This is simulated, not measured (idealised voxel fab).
voxel gate over fins: a process module
Cross-sectional view cut (width: 215 nm; square cell size: 5 nm).
Format of a cross-section: grid, square cells. Given as bands. Order: top down. Band: one or more rows of cells.
The entry gives the band's vertical extent as a top height and a bottom height in nm, then its horizontal make-up as materials from left to right, each with a width in nm. "air" stands for empty space; a single material marked "throughout" fills the band edge to edge.
Note: height 0 marks the level under which the wafer is uniformly one material as received. Lowest band unbounded below, written "z 0 and below".
Width "30->40": first value at the band's top row of cells, second value at its bottom row, equal change from row to row.
The designation "identical to before", where it is given for a processing step, indicates that no cell of the cross-section was altered in the course of that step.
"Enclosed voids" means: voids of 8 cells or more that are shut off from the top with no open way through. Written width x height at distance, distance from the left edge, in nm.
Text after the settings on a step's line: the simulator's own remark on that step.
The optional step-line setting "overlay nm" applies to steps with a mask and quantifies how far to the right of its planned location the mask lay, a negative value indicating leftward placement.
The steps planned for the process are as follows
1: RECEIVE, material Si
2: CONFORMAL_DEP, material SiN, thk nm 10
3: DIRECTIONAL_DEP, material aC, thk nm 15
4: PATTERN, tone cover, mask id FINS, material resist, width nm 15, pitch nm 40, thk nm 30, overlay nm 0
5: DIRECTIONAL_ETCH, etch materials aC, depth nm 15
6: STRIP, etch materials resist
7: DIRECTIONAL_ETCH, etch materials SiN, depth nm 10
8: DIRECTIONAL_ETCH, etch materials Si, depth nm 40
9: STRIP, etch materials aC
10: FILL_DEP, material SiO2, thk nm 5
11: CMP, height nm 10
12: SELECTIVE_ETCH, etch materials SiO2, depth nm 25
13: STRIP, etch materials SiN
14: CONFORMAL_DEP, material HfO2, thk nm 5
15: CONFORMAL_DEP, material TiN, thk nm 5
16: CONFORMAL_DEP, material TiAl, thk nm 5
17: CONFORMAL_DEP, material TiN, thk nm 5
18: FILL_DEP, material W, thk nm 15
19: CMP, height nm 30
20: CONFORMAL_DEP, material SiCN, thk nm 10
Cross-section: wafer on arrival = after step 1
> z 0 and below  Si throughout
> Enclosed voids: none
Figure: cross-sectional view of the wafer upon completion of the module, processed from the initial state and according to the plan depicted above, with one error introduced during execution
> z 40 to 30  SiCN throughout
> z 30 to 25  TiN throughout
> z 25 to 20  TiAl throughout
> z 20 to 15  TiN throughout
> z 15 to 10  HfO2 (65), TiN (5), HfO2 (35), TiN (5), HfO2 (35), TiN (5), HfO2 (65)
> z 10 to 5  W (60), HfO2 (5), TiN (5), HfO2 (5), W (25), HfO2 (5), TiN (5), HfO2 (5), W (25), HfO2 (5), TiN (5), HfO2 (5), W (60)
> z 5 to 0  W (60), HfO2 (15), W (25), HfO2 (15), W (25), HfO2 (15), W (60)
> z 0 to -40  W (60), Si (15), W (25), Si (15), W (25), Si (15), W (60)
> z -40 and below  Si throughout
> Enclosed voids: none
The mistake made against the process plan was this: step 10 ran with different settings than intended, the actual operation and settings being FILL_DEP, material W, thk nm 5
